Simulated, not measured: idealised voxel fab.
Process module, titled voxel self aligned contacts
Each square cell in cross-section cut measures 5 nm, and the section as a whole is 235 nm wide.
A cross-section is a grid of square cells, given in bands from the top down. A band is one or more rows of cells.
The entry gives the band's vertical extent as a top height and a bottom height in nm, then its horizontal make-up as materials from left to right, each with a width in nm. "blank" stands for empty space; a single material marked "edge to edge" fills the band edge to edge.
Beneath 0, the wafer as received is one material, and that level is where height counting begins. The lowest band goes on downward without a bottom; it is written like "0 nm and below".
Note: "30 to 40" means the width goes from the first number (top row of the band) to the second number (bottom row) in equal steps per row of cells.
When a step is marked "remains unaltered", none of the cells in the cross-section changed during that step.
This entry, "Trapped cavities", enumerates those empty regions of no fewer than 8 cells that possess no open connection to the top. Each region is reported in the form width x height at distance, the distance being taken from the left edge, with all three quantities expressed in nm.
On a step's line, text after the settings is the simulator commenting on that step.
Among the settings permitted on a step's line is "overlay nm"; applied to a step with a mask, it specifies the extent to which the mask lay to the right of its planned position, whereas a negative figure signifies a position to the left.
Below you will find pairs of cross-sections. In each, one shows the wafer before one process step and the other after it, with the after view ending at the lowest band that changed. Under each pair is the step separating them, along with its settings. Do not assume the pairs form a chain: they can come from different runs of this module on the same starting wafer, and a pair continues from the pair above it only when its "Status quo ante" entry says so.
# Status quo ante
* 0 nm and below  Si edge to edge
* Trapped cavities: none
# Resulting Structure
* 0 nm to -5 nm  SiO2 edge to edge
* Unchanged below -5.
* Trapped cavities: none
Step linking the sections shown: OXIDIZE | depth nm 5
Status quo ante: For the state before this step, see the after cross-section of the pair located directly above.
# Resulting Structure
* 25 nm to 0 nm  polySi edge to edge
* Unchanged below 0.
* Trapped cavities: none
Step linking the sections shown: DIRECTIONAL_DEP | material polySi | thk nm 25
Status quo ante: For the state before this step, see the after cross-section of the pair located directly above.
# Resulting Structure
* 40 nm to 25 nm  SiN edge to edge
* Unchanged below 25.
* Trapped cavities: none
Step linking the sections shown: DIRECTIONAL_DEP | material SiN | thk nm 15
Status quo ante: For the state before this step, see the after cross-section of the pair located directly above.
# Resulting Structure
* 55 nm to 40 nm  45 of blank | 25 of resist | 35 of blank | 25 of resist | 35 of blank | 25 of resist | 45 of blank
* Unchanged below 40.
* Trapped cavities: none
Step linking the sections shown: PATTERN | tone cover | mask id GATE | material resist | width nm 25 | pitch nm 60 | thk nm 15 | overlay nm 0
Status quo ante: For the state before this step, see the after cross-section of the pair located directly above.
# Resulting Structure
* 55 nm to 40 nm  45 of blank | 25 of resist | 35 of blank | 25 of resist | 35 of blank | 25 of resist | 45 of blank
* 40 nm to 25 nm  45 of blank | 25 of SiN | 35 of blank | 25 of SiN | 35 of blank | 25 of SiN | 45 of blank
* Unchanged below 25.
* Trapped cavities: none
Step linking the sections shown: DIRECTIONAL_ETCH | etch materials SiN | depth nm 15
Status quo ante: For the state before this step, see the after cross-section of the pair located directly above.
# Resulting Structure
* 55 nm to 40 nm  45 of blank | 25 of resist | 35 of blank | 25 of resist | 35 of blank | 25 of resist | 45 of blank
* 40 nm to 25 nm  45 of blank | 25 of SiN | 35 of blank | 25 of SiN | 35 of blank | 25 of SiN | 45 of blank
* 25 nm to 0 nm  45 of blank | 25 of polySi | 35 of blank | 25 of polySi | 35 of blank | 25 of polySi | 45 of blank
* Unchanged below 0.
* Trapped cavities: none
Step linking the sections shown: DIRECTIONAL_ETCH | etch materials polySi | depth nm 25
Status quo ante: For the state before this step, see the after cross-section of the pair located directly above.
# Resulting Structure
* 40 nm to 25 nm  45 of blank | 25 of SiN | 35 of blank | 25 of SiN | 35 of blank | 25 of SiN | 45 of blank
* Unchanged below 25.
* Trapped cavities: none
Step linking the sections shown: STRIP | etch materials resist
Status quo ante: For the state before this step, see the after cross-section of the pair located directly above.
# Resulting Structure
* 45 nm to 25 nm  40 of blank | 35 of SiN | 25 of blank | 35 of SiN | 25 of blank | 35 of SiN | 40 of blank
* 25 nm to 5 nm  40 of blank | 5 of SiN | 25 of polySi | 5 of SiN | 25 of blank | 5 of SiN | 25 of polySi | 5 of SiN | 25 of blank | 5 of SiN | 25 of polySi | 5 of SiN | 40 of blank
* 5 nm to 0 nm  45 of SiN | 25 of polySi | 35 of SiN | 25 of polySi | 35 of SiN | 25 of polySi | 45 of SiN
* Unchanged below 0.
* Trapped cavities: none
Step linking the sections shown: CONFORMAL_DEP | material SiN | thk nm 5
Status quo ante: For the state before this step, see the after cross-section of the pair located directly above.
# Resulting Structure
* 40 nm to 25 nm  40 of blank | 35 of SiN | 25 of blank | 35 of SiN | 25 of blank | 35 of SiN | 40 of blank
* 25 nm to 0 nm  40 of blank | 5 of SiN | 25 of polySi | 5 of SiN | 25 of blank | 5 of SiN | 25 of polySi | 5 of SiN | 25 of blank | 5 of SiN | 25 of polySi | 5 of SiN | 40 of blank
* Unchanged below 0.
* Trapped cavities: none
Step linking the sections shown: DIRECTIONAL_ETCH | etch materials SiN | depth nm 5
Status quo ante: For the state before this step, see the after cross-section of the pair located directly above.
# Resulting Structure
* 55 nm to 40 nm  SiO2 edge to edge
* 40 nm to 25 nm  40 of SiO2 | 35 of SiN | 25 of SiO2 | 35 of SiN | 25 of SiO2 | 35 of SiN | 40 of SiO2
* 25 nm to 0 nm  40 of SiO2 | 5 of SiN | 25 of polySi | 5 of SiN | 25 of SiO2 | 5 of SiN | 25 of polySi | 5 of SiN | 25 of SiO2 | 5 of SiN | 25 of polySi | 5 of SiN | 40 of SiO2
* Unchanged below 0.
* Trapped cavities: none
Step linking the sections shown: FILL_DEP | material SiO2 | thk nm 15
Status quo ante: For the state before this step, see the after cross-section of the pair located directly above.
# Resulting Structure
* 45 nm to 40 nm  SiO2 edge to edge
* Unchanged below 40.
* Trapped cavities: none
Step linking the sections shown: CMP | height nm 45
Status quo ante: For the state before this step, see the after cross-section of the pair located directly above.
# Resulting Structure
* 60 nm to 45 nm  65 of resist | 45 of blank | 15 of resist | 45 of blank | 65 of resist
* Unchanged below 45.
* Trapped cavities: none
Step linking the sections shown: PATTERN | tone open | mask id CONTACT | material resist | width nm 45 | pitch nm 60 | thk nm 15 | overlay nm 0
Status quo ante: For the state before this step, see the after cross-section of the pair located directly above.
# Resulting Structure
* 60 nm to 45 nm  65 of resist | 45 of blank | 15 of resist | 45 of blank | 65 of resist
* 45 nm to 40 nm  65 of SiO2 | 45 of blank | 15 of SiO2 | 45 of blank | 65 of SiO2
* 40 nm to 25 nm  40 of SiO2 | 35 of SiN | 25 of blank | 35 of SiN | 25 of blank | 35 of SiN | 40 of SiO2
* 25 nm to 0 nm  40 of SiO2 | 5 of SiN | 25 of polySi | 5 of SiN | 25 of blank | 5 of SiN | 25 of polySi | 5 of SiN | 25 of blank | 5 of SiN | 25 of polySi | 5 of SiN | 40 of SiO2
* 0 nm to -5 nm  75 of SiO2 | 25 of blank | 35 of SiO2 | 25 of blank | 75 of SiO2
* Unchanged below -5.
* Trapped cavities: none
Step linking the sections shown: DIRECTIONAL_ETCH | etch materials SiO2 | depth nm 50
Status quo ante: For the state before this step, see the after cross-section of the pair located directly above.
# Resulting Structure
* 45 nm to 40 nm  65 of SiO2 | 45 of blank | 15 of SiO2 | 45 of blank | 65 of SiO2
* Unchanged below 40.
* Trapped cavities: none
Step linking the sections shown: STRIP | etch materials resist
Status quo ante: For the state before this step, see the after cross-section of the pair located directly above.
# Resulting Structure
* 50 nm to 45 nm  70 of TiN | 35 of blank | 25 of TiN | 35 of blank | 70 of TiN
* 45 nm to 40 nm  65 of SiO2 | 15 of TiN | 15 of blank | 15 of TiN | 15 of SiO2 | 15 of TiN | 15 of blank | 15 of TiN | 65 of SiO2
* 40 nm to 25 nm  40 of SiO2 | 35 of SiN | 5 of TiN | 15 of blank | 5 of TiN | 35 of SiN | 5 of TiN | 15 of blank | 5 of TiN | 35 of SiN | 40 of SiO2
* 25 nm to 0 nm  40 of SiO2 | 5 of SiN | 25 of polySi | 5 of SiN | 5 of TiN | 15 of blank | 5 of TiN | 5 of SiN | 25 of polySi | 5 of SiN | 5 of TiN | 15 of blank | 5 of TiN | 5 of SiN | 25 of polySi | 5 of SiN | 40 of SiO2
* 0 nm to -5 nm  75 of SiO2 | 25 of TiN | 35 of SiO2 | 25 of TiN | 75 of SiO2
* Unchanged below -5.
* Trapped cavities: none
Step linking the sections shown: CONFORMAL_DEP | material TiN | thk nm 5
Status quo ante: For the state before this step, see the after cross-section of the pair located directly above.
# Resulting Structure
* 55 nm to 50 nm  W edge to edge
* 50 nm to 45 nm  70 of TiN | 35 of W | 25 of TiN | 35 of W | 70 of TiN
* 45 nm to 40 nm  65 of SiO2 | 15 of TiN | 15 of W | 15 of TiN | 15 of SiO2 | 15 of TiN | 15 of W | 15 of TiN | 65 of SiO2
* 40 nm to 25 nm  40 of SiO2 | 35 of SiN | 5 of TiN | 15 of W | 5 of TiN | 35 of SiN | 5 of TiN | 15 of W | 5 of TiN | 35 of SiN | 40 of SiO2
* 25 nm to 0 nm  40 of SiO2 | 5 of SiN | 25 of polySi | 5 of SiN | 5 of TiN | 15 of W | 5 of TiN | 5 of SiN | 25 of polySi | 5 of SiN | 5 of TiN | 15 of W | 5 of TiN | 5 of SiN | 25 of polySi | 5 of SiN | 40 of SiO2
* Unchanged below 0.
* Trapped cavities: none
Step linking the sections shown: FILL_DEP | material W | thk nm 5
Status quo ante: For the state before this step, see the after cross-section of the pair located directly above.
# Resulting Structure
* 45 nm to 40 nm  65 of SiO2 | 15 of TiN | 15 of W | 15 of TiN | 15 of SiO2 | 15 of TiN | 15 of W | 15 of TiN | 65 of SiO2
* Unchanged below 40.
* Trapped cavities: none
Step linking the sections shown: CMP | height nm 45
Status quo ante: For the state before this step, see the after cross-section of the pair located directly above.
# Resulting Structure
* 50 nm to 45 nm  SiN edge to edge
* Unchanged below 45.
* Trapped cavities: none
Step linking the sections shown: CONFORMAL_DEP | material SiN | thk nm 5
# Status quo ante
* 40 nm to 25 nm  45 of blank | 25 of SiN | 35 of blank | 25 of SiN | 35 of blank | 25 of SiN | 45 of blank
* 25 nm to 0 nm  45 of blank | 25 of polySi | 35 of blank | 25 of polySi | 35 of blank | 25 of polySi | 45 of blank
* 0 nm to -5 nm  SiO2 edge to edge
* -5 nm and below  Si edge to edge
* Trapped cavities: none
# Resulting Structure
* 35 nm to 25 nm  45 of blank | 25 of SiN | 35 of blank | 25 of SiN | 35 of blank | 25 of SiN | 45 of blank
* Unchanged below 25.
* Trapped cavities: none
Step linking the sections shown: DIRECTIONAL_ETCH | etch materials SiN | depth nm 5
Status quo ante: For the state before this step, see the after cross-section of the pair located directly above.
# Resulting Structure
* 50 nm to 35 nm  SiO2 edge to edge
* 35 nm to 25 nm  45 of SiO2 | 25 of SiN | 35 of SiO2 | 25 of SiN | 35 of SiO2 | 25 of SiN | 45 of SiO2
* 25 nm to 0 nm  45 of SiO2 | 25 of polySi | 35 of SiO2 | 25 of polySi | 35 of SiO2 | 25 of polySi | 45 of SiO2
* Unchanged below 0.
* Trapped cavities: none
Step linking the sections shown: FILL_DEP | material SiO2 | thk nm 15
Status quo ante: For the state before this step, see the after cross-section of the pair located directly above.
# Resulting Structure
* 45 nm to 35 nm  SiO2 edge to edge
* Unchanged below 35.
* Trapped cavities: none
Step linking the sections shown: CMP | height nm 45
Status quo ante: For the state before this step, see the after cross-section of the pair located directly above.
# Resulting Structure
* 60 nm to 45 nm  65 of resist | 45 of blank | 15 of resist | 45 of blank | 65 of resist
* Unchanged below 45.
* Trapped cavities: none
Step linking the sections shown: PATTERN | tone open | mask id CONTACT | material resist | width nm 45 | pitch nm 60 | thk nm 15 | overlay nm 0
Status quo ante: For the state before this step, see the after cross-section of the pair located directly above.
# Resulting Structure
* 60 nm to 45 nm  65 of resist | 45 of blank | 15 of resist | 45 of blank | 65 of resist
* 45 nm to 35 nm  65 of SiO2 | 45 of blank | 15 of SiO2 | 45 of blank | 65 of SiO2
* 35 nm to 25 nm  45 of SiO2 | 25 of SiN | 35 of blank | 25 of SiN | 35 of blank | 25 of SiN | 45 of SiO2
* 25 nm to 0 nm  45 of SiO2 | 25 of polySi | 35 of blank | 25 of polySi | 35 of blank | 25 of polySi | 45 of SiO2
* 0 nm to -5 nm  70 of SiO2 | 35 of blank | 25 of SiO2 | 35 of blank | 70 of SiO2
* Unchanged below -5.
* Trapped cavities: none
Step linking the sections shown: DIRECTIONAL_ETCH | etch materials SiO2 | depth nm 50
Status quo ante: For the state before this step, see the after cross-section of the pair located directly above.
# Resulting Structure
* 45 nm to 35 nm  65 of SiO2 | 45 of blank | 15 of SiO2 | 45 of blank | 65 of SiO2
* Unchanged below 35.
* Trapped cavities: none
Step linking the sections shown: STRIP | etch materials resist
Status quo ante: For the state before this step, see the after cross-section of the pair located directly above.
# Resulting Structure
* 50 nm to 45 nm  70 of TiN | 35 of blank | 25 of TiN | 35 of blank | 70 of TiN
* 45 nm to 35 nm  65 of SiO2 | 5 to 10 of TiN | 35 to 25 of blank | 5 to 10 of TiN | 15 of SiO2 | 5 to 10 of TiN | 35 to 25 of blank | 5 to 10 of TiN | 65 of SiO2
* 35 nm to 25 nm  45 of SiO2 | 25 of SiN | 5 of TiN | 25 of blank | 5 of TiN | 25 of SiN | 5 of TiN | 25 of blank | 5 of TiN | 25 of SiN | 45 of SiO2
* 25 nm to 0 nm  45 of SiO2 | 25 of polySi | 5 of TiN | 25 of blank | 5 of TiN | 25 of polySi | 5 of TiN | 25 of blank | 5 of TiN | 25 of polySi | 45 of SiO2
* 0 nm to -5 nm  70 of SiO2 | 35 of TiN | 25 of SiO2 | 35 of TiN | 70 of SiO2
* Unchanged below -5.
* Trapped cavities: none
Step linking the sections shown: CONFORMAL_DEP | material TiN | thk nm 5
Status quo ante: For the state before this step, see the after cross-section of the pair located directly above.
# Resulting Structure
* 55 nm to 50 nm  W edge to edge
* 50 nm to 45 nm  70 of TiN | 35 of W | 25 of TiN | 35 of W | 70 of TiN
* 45 nm to 35 nm  65 of SiO2 | 5 to 10 of TiN | 35 to 25 of W | 5 to 10 of TiN | 15 of SiO2 | 5 to 10 of TiN | 35 to 25 of W | 5 to 10 of TiN | 65 of SiO2
* 35 nm to 25 nm  45 of SiO2 | 25 of SiN | 5 of TiN | 25 of W | 5 of TiN | 25 of SiN | 5 of TiN | 25 of W | 5 of TiN | 25 of SiN | 45 of SiO2
* 25 nm to 0 nm  45 of SiO2 | 25 of polySi | 5 of TiN | 25 of W | 5 of TiN | 25 of polySi | 5 of TiN | 25 of W | 5 of TiN | 25 of polySi | 45 of SiO2
* Unchanged below 0.
* Trapped cavities: none
Step linking the sections shown: FILL_DEP | material W | thk nm 5
Status quo ante: For the state before this step, see the after cross-section of the pair located directly above.
# Resulting Structure
* 45 nm to 35 nm  65 of SiO2 | 5 to 10 of TiN | 35 to 25 of W | 5 to 10 of TiN | 15 of SiO2 | 5 to 10 of TiN | 35 to 25 of W | 5 to 10 of TiN | 65 of SiO2
* Unchanged below 35.
* Trapped cavities: none
Step linking the sections shown: CMP | height nm 45
Status quo ante: For the state before this step, see the after cross-section of the pair located directly above.
# Resulting Structure
* 50 nm to 45 nm  SiN edge to edge
* Unchanged below 45.
* Trapped cavities: none
Step linking the sections shown: CONFORMAL_DEP | material SiN | thk nm 5
# Status quo ante
* 40 nm to 25 nm  SiN edge to edge
* 25 nm to 0 nm  polySi edge to edge
* 0 nm to -5 nm  SiO2 edge to edge
* -5 nm and below  Si edge to edge
* Trapped cavities: none
# Resulting Structure
* 55 nm to 25 nm  SiN edge to edge
* Unchanged below 25.
* Trapped cavities: none
Step linking the sections shown: DIRECTIONAL_DEP | material SiN | thk nm 15
Status quo ante: For the state before this step, see the after cross-section of the pair located directly above.
# Resulting Structure
* 70 nm to 55 nm  45 of blank | 25 of resist | 35 of blank | 25 of resist | 35 of blank | 25 of resist | 45 of blank
* Unchanged below 55.
* Trapped cavities: none
Step linking the sections shown: PATTERN | tone cover | mask id GATE | material resist | width nm 25 | pitch nm 60 | thk nm 15 | overlay nm 0
Status quo ante: For the state before this step, see the after cross-section of the pair located directly above.
# Resulting Structure
* 70 nm to 55 nm  45 of blank | 25 of resist | 35 of blank | 25 of resist | 35 of blank | 25 of resist | 45 of blank
* 55 nm to 40 nm  45 of blank | 25 of SiN | 35 of blank | 25 of SiN | 35 of blank | 25 of SiN | 45 of blank
* Unchanged below 40.
* Trapped cavities: none
Step linking the sections shown: DIRECTIONAL_ETCH | etch materials SiN | depth nm 15
Status quo ante: For the state before this step, see the after cross-section of the pair located directly above.
# Resulting Structure
* 55 nm to 40 nm  45 of blank | 25 of SiN | 35 of blank | 25 of SiN | 35 of blank | 25 of SiN | 45 of blank
* Unchanged below 40.
* Trapped cavities: none
Step linking the sections shown: STRIP | etch materials resist
Status quo ante: For the state before this step, see the after cross-section of the pair located directly above.
# Resulting Structure
* 60 nm to 45 nm  40 of blank | 35 of SiN | 25 of blank | 35 of SiN | 25 of blank | 35 of SiN | 40 of blank
* 45 nm to 25 nm  SiN edge to edge
* Unchanged below 25.
* Trapped cavities: none
Step linking the sections shown: CONFORMAL_DEP | material SiN | thk nm 5
Status quo ante: For the state before this step, see the after cross-section of the pair located directly above.
# Resulting Structure
* 55 nm to 40 nm  40 of blank | 35 of SiN | 25 of blank | 35 of SiN | 25 of blank | 35 of SiN | 40 of blank
* Unchanged below 40.
* Trapped cavities: none
Step linking the sections shown: DIRECTIONAL_ETCH | etch materials SiN | depth nm 5
Status quo ante: For the state before this step, see the after cross-section of the pair located directly above.
# Resulting Structure
* 70 nm to 55 nm  SiO2 edge to edge
* 55 nm to 40 nm  40 of SiO2 | 35 of SiN | 25 of SiO2 | 35 of SiN | 25 of SiO2 | 35 of SiN | 40 of SiO2
* Unchanged below 40.
* Trapped cavities: none
Step linking the sections shown: FILL_DEP | material SiO2 | thk nm 15
Status quo ante: For the state before this step, see the after cross-section of the pair located directly above.
# Resulting Structure
* 45 nm to 40 nm  40 of SiO2 | 35 of SiN | 25 of SiO2 | 35 of SiN | 25 of SiO2 | 35 of SiN | 40 of SiO2
* Unchanged below 40.
* Trapped cavities: none
Step linking the sections shown: CMP | height nm 45
Status quo ante: For the state before this step, see the after cross-section of the pair located directly above.
# Resulting Structure
* 60 nm to 45 nm  65 of resist | 45 of blank | 15 of resist | 45 of blank | 65 of resist
* Unchanged below 45.
* Trapped cavities: none
Step linking the sections shown: PATTERN | tone open | mask id CONTACT | material resist | width nm 45 | pitch nm 60 | thk nm 15 | overlay nm 0
Status quo ante: For the state before this step, see the after cross-section of the pair located directly above.
# Resulting Structure
* 60 nm to 45 nm  65 of resist | 45 of blank | 15 of resist | 45 of blank | 65 of resist
* 45 nm to 40 nm  40 of SiO2 | 35 of SiN | 25 of blank | 35 of SiN | 25 of blank | 35 of SiN | 40 of SiO2
* Unchanged below 40.
* Trapped cavities: none
Step linking the sections shown: DIRECTIONAL_ETCH | etch materials SiO2 | depth nm 50
Status quo ante: For the state before this step, see the after cross-section of the pair located directly above.
# Resulting Structure
* 45 nm to 40 nm  40 of SiO2 | 35 of SiN | 25 of blank | 35 of SiN | 25 of blank | 35 of SiN | 40 of SiO2
* Unchanged below 40.
* Trapped cavities: none
Step linking the sections shown: STRIP | etch materials resist
Status quo ante: For the state before this step, see the after cross-section of the pair located directly above.
# Resulting Structure
* 50 nm to 45 nm  80 of TiN | 15 of blank | 45 of TiN | 15 of blank | 80 of TiN
* 45 nm to 40 nm  40 of SiO2 | 35 of SiN | 25 of TiN | 35 of SiN | 25 of TiN | 35 of SiN | 40 of SiO2
* Unchanged below 40.
* Trapped cavities: none
Step linking the sections shown: CONFORMAL_DEP | material TiN | thk nm 5
Status quo ante: For the state before this step, see the after cross-section of the pair located directly above.
# Resulting Structure
* 55 nm to 50 nm  W edge to edge
* 50 nm to 45 nm  80 of TiN | 15 of W | 45 of TiN | 15 of W | 80 of TiN
* Unchanged below 45.
* Trapped cavities: none
Step linking the sections shown: FILL_DEP | material W | thk nm 5
Status quo ante: For the state before this step, see the after cross-section of the pair located directly above.
# Resulting Structure
* 45 nm to 40 nm  40 of SiO2 | 35 of SiN | 25 of TiN | 35 of SiN | 25 of TiN | 35 of SiN | 40 of SiO2
* Unchanged below 40.
* Trapped cavities: none
Step linking the sections shown: CMP | height nm 45
Status quo ante: For the state before this step, see the after cross-section of the pair located directly above.
# Resulting Structure
* 50 nm to 45 nm  SiN edge to edge
* Unchanged below 45.
* Trapped cavities: none
Step linking the sections shown: CONFORMAL_DEP | material SiN | thk nm 5
# Status quo ante
* 0 nm to -5 nm  SiO2 edge to edge
* -5 nm and below  Si edge to edge
* Trapped cavities: none
# Resulting Structure
* 15 nm to 0 nm  SiN edge to edge
* Unchanged below 0.
* Trapped cavities: none
Step linking the sections shown: DIRECTIONAL_DEP | material SiN | thk nm 15
Status quo ante: For the state before this step, see the after cross-section of the pair located directly above.
# Resulting Structure
* 40 nm to 15 nm  polySi edge to edge
* Unchanged below 15.
* Trapped cavities: none
Step linking the sections shown: DIRECTIONAL_DEP | material polySi | thk nm 25
Status quo ante: For the state before this step, see the after cross-section of the pair located directly above.
# Resulting Structure
* 55 nm to 40 nm  45 of blank | 25 of resist | 35 of blank | 25 of resist | 35 of blank | 25 of resist | 45 of blank
* Unchanged below 40.
* Trapped cavities: none
Step linking the sections shown: PATTERN | tone cover | mask id GATE | material resist | width nm 25 | pitch nm 60 | thk nm 15 | overlay nm 0
Status quo ante: For the state before this step, see the after cross-section of the pair located directly above.
# Resulting Structure
* 55 nm to 40 nm  45 of blank | 25 of resist | 35 of blank | 25 of resist | 35 of blank | 25 of resist | 45 of blank
* 40 nm to 15 nm  45 of blank | 25 of polySi | 35 of blank | 25 of polySi | 35 of blank | 25 of polySi | 45 of blank
* Unchanged below 15.
* Trapped cavities: none
Step linking the sections shown: DIRECTIONAL_ETCH | etch materials polySi | depth nm 25
Status quo ante: For the state before this step, see the after cross-section of the pair located directly above.
# Resulting Structure
* 40 nm to 15 nm  45 of blank | 25 of polySi | 35 of blank | 25 of polySi | 35 of blank | 25 of polySi | 45 of blank
* Unchanged below 15.
* Trapped cavities: none
Step linking the sections shown: STRIP | etch materials resist
Status quo ante: For the state before this step, see the after cross-section of the pair located directly above.
# Resulting Structure
* 45 nm to 40 nm  40 of blank | 35 of SiN | 25 of blank | 35 of SiN | 25 of blank | 35 of SiN | 40 of blank
* 40 nm to 20 nm  40 of blank | 5 of SiN | 25 of polySi | 5 of SiN | 25 of blank | 5 of SiN | 25 of polySi | 5 of SiN | 25 of blank | 5 of SiN | 25 of polySi | 5 of SiN | 40 of blank
* 20 nm to 15 nm  45 of SiN | 25 of polySi | 35 of SiN | 25 of polySi | 35 of SiN | 25 of polySi | 45 of SiN
* Unchanged below 15.
* Trapped cavities: none
Step linking the sections shown: CONFORMAL_DEP | material SiN | thk nm 5
Status quo ante: For the state before this step, see the after cross-section of the pair located directly above.
# Resulting Structure
* 40 nm to 15 nm  40 of blank | 5 of SiN | 25 of polySi | 5 of SiN | 25 of blank | 5 of SiN | 25 of polySi | 5 of SiN | 25 of blank | 5 of SiN | 25 of polySi | 5 of SiN | 40 of blank
* Unchanged below 15.
* Trapped cavities: none
Step linking the sections shown: DIRECTIONAL_ETCH | etch materials SiN | depth nm 5
Status quo ante: For the state before this step, see the after cross-section of the pair located directly above.
# Resulting Structure
* 55 nm to 40 nm  SiO2 edge to edge
* 40 nm to 15 nm  40 of SiO2 | 5 of SiN | 25 of polySi | 5 of SiN | 25 of SiO2 | 5 of SiN | 25 of polySi | 5 of SiN | 25 of SiO2 | 5 of SiN | 25 of polySi | 5 of SiN | 40 of SiO2
* Unchanged below 15.
* Trapped cavities: none
Step linking the sections shown: FILL_DEP | material SiO2 | thk nm 15
Status quo ante: For the state before this step, see the after cross-section of the pair located directly above.
# Resulting Structure
* 45 nm to 40 nm  SiO2 edge to edge
* Unchanged below 40.
* Trapped cavities: none
Step linking the sections shown: CMP | height nm 45
Status quo ante: For the state before this step, see the after cross-section of the pair located directly above.
# Resulting Structure
* 60 nm to 45 nm  65 of resist | 45 of blank | 15 of resist | 45 of blank | 65 of resist
* Unchanged below 45.
* Trapped cavities: none
Step linking the sections shown: PATTERN | tone open | mask id CONTACT | material resist | width nm 45 | pitch nm 60 | thk nm 15 | overlay nm 0
Status quo ante: For the state before this step, see the after cross-section of the pair located directly above.
# Resulting Structure
* 60 nm to 45 nm  65 of resist | 45 of blank | 15 of resist | 45 of blank | 65 of resist
* 45 nm to 40 nm  65 of SiO2 | 45 of blank | 15 of SiO2 | 45 of blank | 65 of SiO2
* 40 nm to 15 nm  40 of SiO2 | 5 of SiN | 25 of polySi | 5 of SiN | 25 of blank | 5 of SiN | 25 of polySi | 5 of SiN | 25 of blank | 5 of SiN | 25 of polySi | 5 of SiN | 40 of SiO2
* Unchanged below 15.
* Trapped cavities: none
Step linking the sections shown: DIRECTIONAL_ETCH | etch materials SiO2 | depth nm 50
Status quo ante: For the state before this step, see the after cross-section of the pair located directly above.
# Resulting Structure
* 45 nm to 40 nm  65 of SiO2 | 45 of blank | 15 of SiO2 | 45 of blank | 65 of SiO2
* Unchanged below 40.
* Trapped cavities: none
Step linking the sections shown: STRIP | etch materials resist
Status quo ante: For the state before this step, see the after cross-section of the pair located directly above.
# Resulting Structure
* 50 nm to 45 nm  70 of TiN | 35 of blank | 25 of TiN | 35 of blank | 70 of TiN
* 45 nm to 40 nm  65 of SiO2 | 15 of TiN | 15 of blank | 15 of TiN | 15 of SiO2 | 15 of TiN | 15 of blank | 15 of TiN | 65 of SiO2
* 40 nm to 20 nm  40 of SiO2 | 5 of SiN | 25 of polySi | 5 of SiN | 5 of TiN | 15 of blank | 5 of TiN | 5 of SiN | 25 of polySi | 5 of SiN | 5 of TiN | 15 of blank | 5 of TiN | 5 of SiN | 25 of polySi | 5 of SiN | 40 of SiO2
* 20 nm to 15 nm  40 of SiO2 | 5 of SiN | 25 of polySi | 5 of SiN | 25 of TiN | 5 of SiN | 25 of polySi | 5 of SiN | 25 of TiN | 5 of SiN | 25 of polySi | 5 of SiN | 40 of SiO2
* Unchanged below 15.
* Trapped cavities: none
Step linking the sections shown: CONFORMAL_DEP | material TiN | thk nm 5
Status quo ante: For the state before this step, see the after cross-section of the pair located directly above.
# Resulting Structure
* 55 nm to 50 nm  W edge to edge
* 50 nm to 45 nm  70 of TiN | 35 of W | 25 of TiN | 35 of W | 70 of TiN
* 45 nm to 40 nm  65 of SiO2 | 15 of TiN | 15 of W | 15 of TiN | 15 of SiO2 | 15 of TiN | 15 of W | 15 of TiN | 65 of SiO2
* 40 nm to 20 nm  40 of SiO2 | 5 of SiN | 25 of polySi | 5 of SiN | 5 of TiN | 15 of W | 5 of TiN | 5 of SiN | 25 of polySi | 5 of SiN | 5 of TiN | 15 of W | 5 of TiN | 5 of SiN | 25 of polySi | 5 of SiN | 40 of SiO2
* Unchanged below 20.
* Trapped cavities: none
Step linking the sections shown: FILL_DEP | material W | thk nm 5
Status quo ante: For the state before this step, see the after cross-section of the pair located directly above.
# Resulting Structure
* 45 nm to 40 nm  65 of SiO2 | 15 of TiN | 15 of W | 15 of TiN | 15 of SiO2 | 15 of TiN | 15 of W | 15 of TiN | 65 of SiO2
* Unchanged below 40.
* Trapped cavities: none
Step linking the sections shown: CMP | height nm 45
Status quo ante: For the state before this step, see the after cross-section of the pair located directly above.
# Resulting Structure
* 50 nm to 45 nm  SiN edge to edge
* Unchanged below 45.
* Trapped cavities: none
Step linking the sections shown: CONFORMAL_DEP | material SiN | thk nm 5
# Status quo ante
* 55 nm to 40 nm  45 of blank | 25 of resist | 35 of blank | 25 of resist | 35 of blank | 25 of resist | 45 of blank
* 40 nm to 25 nm  SiN edge to edge
* 25 nm to 0 nm  polySi edge to edge
* 0 nm to -5 nm  SiO2 edge to edge
* -5 nm and below  Si edge to edge
* Trapped cavities: none
# Resulting Structure
* 55 nm to 40 nm  45 of blank | 25 of resist | 35 of blank | 25 of resist | 35 of blank | 25 of resist | 45 of blank
* 40 nm to 30 nm  45 of blank | 25 of SiN | 35 of blank | 25 of SiN | 35 of blank | 25 of SiN | 45 of blank
* Unchanged below 30.
* Trapped cavities: none
Step linking the sections shown: DIRECTIONAL_ETCH | etch materials SiN | depth nm 10
Status quo ante: For the state before this step, see the after cross-section of the pair located directly above.
# Resulting Structure
* 40 nm to 30 nm  45 of blank | 25 of SiN | 35 of blank | 25 of SiN | 35 of blank | 25 of SiN | 45 of blank
* Unchanged below 30.
* Trapped cavities: none
Step linking the sections shown: STRIP | etch materials resist
Status quo ante: For the state before this step, see the after cross-section of the pair located directly above.
# Resulting Structure
* 45 nm to 35 nm  40 of blank | 35 of SiN | 25 of blank | 35 of SiN | 25 of blank | 35 of SiN | 40 of blank
* 35 nm to 25 nm  SiN edge to edge
* Unchanged below 25.
* Trapped cavities: none
Step linking the sections shown: CONFORMAL_DEP | material SiN | thk nm 5
Status quo ante: For the state before this step, see the after cross-section of the pair located directly above.
# Resulting Structure
* 40 nm to 30 nm  40 of blank | 35 of SiN | 25 of blank | 35 of SiN | 25 of blank | 35 of SiN | 40 of blank
* Unchanged below 30.
* Trapped cavities: none
Step linking the sections shown: DIRECTIONAL_ETCH | etch materials SiN | depth nm 5
Status quo ante: For the state before this step, see the after cross-section of the pair located directly above.
# Resulting Structure
* 55 nm to 40 nm  SiO2 edge to edge
* 40 nm to 30 nm  40 of SiO2 | 35 of SiN | 25 of SiO2 | 35 of SiN | 25 of SiO2 | 35 of SiN | 40 of SiO2
* Unchanged below 30.
* Trapped cavities: none
Step linking the sections shown: FILL_DEP | material SiO2 | thk nm 15
Status quo ante: For the state before this step, see the after cross-section of the pair located directly above.
# Resulting Structure
* 45 nm to 40 nm  SiO2 edge to edge
* Unchanged below 40.
* Trapped cavities: none
Step linking the sections shown: CMP | height nm 45
Status quo ante: For the state before this step, see the after cross-section of the pair located directly above.
# Resulting Structure
* 60 nm to 45 nm  65 of resist | 45 of blank | 15 of resist | 45 of blank | 65 of resist
* Unchanged below 45.
* Trapped cavities: none
Step linking the sections shown: PATTERN | tone open | mask id CONTACT | material resist | width nm 45 | pitch nm 60 | thk nm 15 | overlay nm 0
